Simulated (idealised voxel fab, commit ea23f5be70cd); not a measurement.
process module | voxel ribs on slabs
Section cut is 265 nm wide and gridded with 5 nm square cells.
Bands, listed from the top down, are how a cross-section gets written in this document; the cross-section itself is a grid of square cells, and a band is one or more rows of them. In this notation a band is specified by the heights of its top and bottom, in that order and in nm, after which its materials appear from left to right, each paired with its width in nm. The word "full width" attached to a single material means that material fills the band from edge to edge; the word "air" stands for empty space. Ref level 0: as-received wafer is one material below here. Bottom band extends down with no lower bound ("z 0 and below"). A width such as "30 to 40" changes by the same amount from each row of cells to the next, from the band's top row to its bottom row. When a step is marked "remains unaltered", none of the cells in the cross-section changed during that step. Voids not open to the top, 8 cells minimum: see "Unvented cavities". Written width x height at distance; distance is from the left edge; nm. Anything after a step's settings on that line? It's the simulator's own note about the step. For masked steps, "overlay nm" on the step line gives how far right of plan the mask actually lay; a minus sign means it lay to the left.

## The process steps that were planned are listed below
1,RECEIVE, material Si
2,DIRECTIONAL_DEP, material SiO2, thk nm 30
3,DIRECTIONAL_DEP, material SiN, thk nm 20
4,PATTERN, tone cover, mask id RIB, material resist, width nm 15, thk nm 15, overlay nm 0
5,DIRECTIONAL_ETCH, etch materials SiN, depth nm 5
6,STRIP, etch materials resist
7,PATTERN, tone cover, mask id SLAB, material resist, width nm 85, thk nm 15, overlay nm 0
8,DIRECTIONAL_ETCH, etch materials SiN, depth nm 15
9,STRIP, etch materials resist
10,FILL_DEP, material SiO2, thk nm 20
11,CMP, height nm 60
12,DIRECTIONAL_DEP, material W, thk nm 5
13,DIRECTIONAL_DEP, material aC, thk nm 15
14,PATTERN, tone cover, mask id HEATER, material resist, width nm 35, thk nm 30, overlay nm 0
15,DIRECTIONAL_ETCH, etch materials aC, depth nm 15
16,STRIP, etch materials resist
17,DIRECTIONAL_ETCH, etch materials W, depth nm 5
18,STRIP, etch materials aC
19,CONFORMAL_DEP, material SiN, thk nm 10
The width nm used in step 4 is not the same on every wafer, whereas the starting condition is; the value printed in the plan is the first wafer's.

## So this is the first of several wafers, cross-sectioned as it came to us, meaning it's at the end of step 1
  z 0 and below = Si full width
  Unvented cavities: none

## The following table contains a row per wafer, in which are reported, at the conclusion of the module, the cells of each material gained (+) or lost (-) since the wafer's receipt, with its closed voids given thereafter
width nm 15; +164 SiN; +582 SiO2; +7 W; Unvented cavities: none
width nm 20; +165 SiN; +581 SiO2; +7 W; Unvented cavities: none
width nm 25; +166 SiN; +580 SiO2; +7 W; Unvented cavities: none
width nm 30; +167 SiN; +579 SiO2; +7 W; Unvented cavities: none
width nm 35; +168 SiN; +578 SiO2; +7 W; Unvented cavities: none
width nm 40; +169 SiN; +577 SiO2; +7 W; Unvented cavities: none
